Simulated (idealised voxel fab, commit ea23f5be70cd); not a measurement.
The name of this process module is voxel trench capacitor.
Square cell edge 5 nm, section width 220 nm, ID cut.
Cross-section format: a grid of square cells, given as bands from top to bottom; each band is one or more rows of cells.
Band entry format. Leading values: height of top, height of bottom, nm. Remainder: materials in left-to-right order, each with its width in nm. Special words: "edge to edge" on a single material, which then fills the band edge to edge; "blank", empty space.
Height reference: 0 = level under which incoming wafer is all one material. Lowest band: no bottom, runs on downward, e.g. "0 nm and below".
The notation "30..40" denotes a width that varies across the rows of cells in the band, beginning at the first number in the top row, finishing at the second number in the bottom row, and changing by an identical amount from each row to the next.
Reading "changes: none" for a step: not a cell of the cross-section changed in it.
Basically, "Catalogued sealed voids" tells you about the enclosed voids: empty spaces with no open way to the top, 8 cells or bigger, each written width x height at distance, where distance is from the left edge, all in nm.
Post-settings text on a step line: simulator's own remark regarding the step.
overlay nm: where the mask lay relative to plan, measured to the right, on steps with a mask; negatives go left.

Set out below are the planned steps of the process:
1. RECEIVE with material Si
2. CONFORMAL_DEP with material SiN, thk nm 5
3. DIRECTIONAL_DEP with material aC, thk nm 10
4. PATTERN with tone open, mask id TRENCH, material resist, width nm 25, pitch nm 40, thk nm 25, overlay nm 0
5. DIRECTIONAL_ETCH with etch materials aC, depth nm 10
6. STRIP with etch materials resist
7. DIRECTIONAL_ETCH with etch materials SiN, depth nm 5
8. DIRECTIONAL_ETCH with etch materials Si, depth nm 25
9. STRIP with etch materials aC
10. CONFORMAL_DEP with material SiO2, thk nm 5
11. FILL_DEP with material polySi, thk nm 5
12. CMP with height nm 5

Cross-section of the wafer as it came to us, i.e., already through step 1:
    0 nm and below: Si edge to edge
    Catalogued sealed voids: none

First wafer at the end, as planned:
    5 nm to 0 nm: 35 SiN  5 SiO2  15 polySi  5 SiO2  15 SiN  5 SiO2  15 polySi  5 SiO2  15 SiN  5 SiO2  15 polySi  5 SiO2  15 SiN  5 SiO2  15 polySi  5 SiO2  40 SiN
    0 nm to -20 nm: 35 Si  5 SiO2  15 polySi  5 SiO2  15 Si  5 SiO2  15 polySi  5 SiO2  15 Si  5 SiO2  15 polySi  5 SiO2  15 Si  5 SiO2  15 polySi  5 SiO2  40 Si
    -20 nm to -25 nm: 35 Si  25 SiO2  15 Si  25 SiO2  15 Si  25 SiO2  15 Si  25 SiO2  40 Si
    -25 nm and below: Si edge to edge
    Catalogued sealed voids: none

Cross-section of the latter of the two wafers at module completion. It had an identical start and an identical plan to the former; in running it, one mistake was made:
    5 nm to 0 nm: 45 SiN  5 SiO2  15 polySi  5 SiO2  15 SiN  5 SiO2  15 polySi  5 SiO2  15 SiN  5 SiO2  15 polySi  5 SiO2  15 SiN  5 SiO2  15 polySi  5 SiO2  30 SiN
    0 nm to -20 nm: 45 Si  5 SiO2  15 polySi  5 SiO2  15 Si  5 SiO2  15 polySi  5 SiO2  15 Si  5 SiO2  15 polySi  5 SiO2  15 Si  5 SiO2  15 polySi  5 SiO2  30 Si
    -20 nm to -25 nm: 45 Si  25 SiO2  15 Si  25 SiO2  15 Si  25 SiO2  15 Si  25 SiO2  30 Si
    -25 nm and below: Si edge to edge
    Catalogued sealed voids: none
Nonconformance to the process plan: heads up, step 4 didn't go per plan, it actually ran as PATTERN with tone open, mask id TRENCH, material resist, width nm 25, pitch nm 40, thk nm 25, overlay nm 10
Cell counts per material: same on both final wafers. Positions: different.
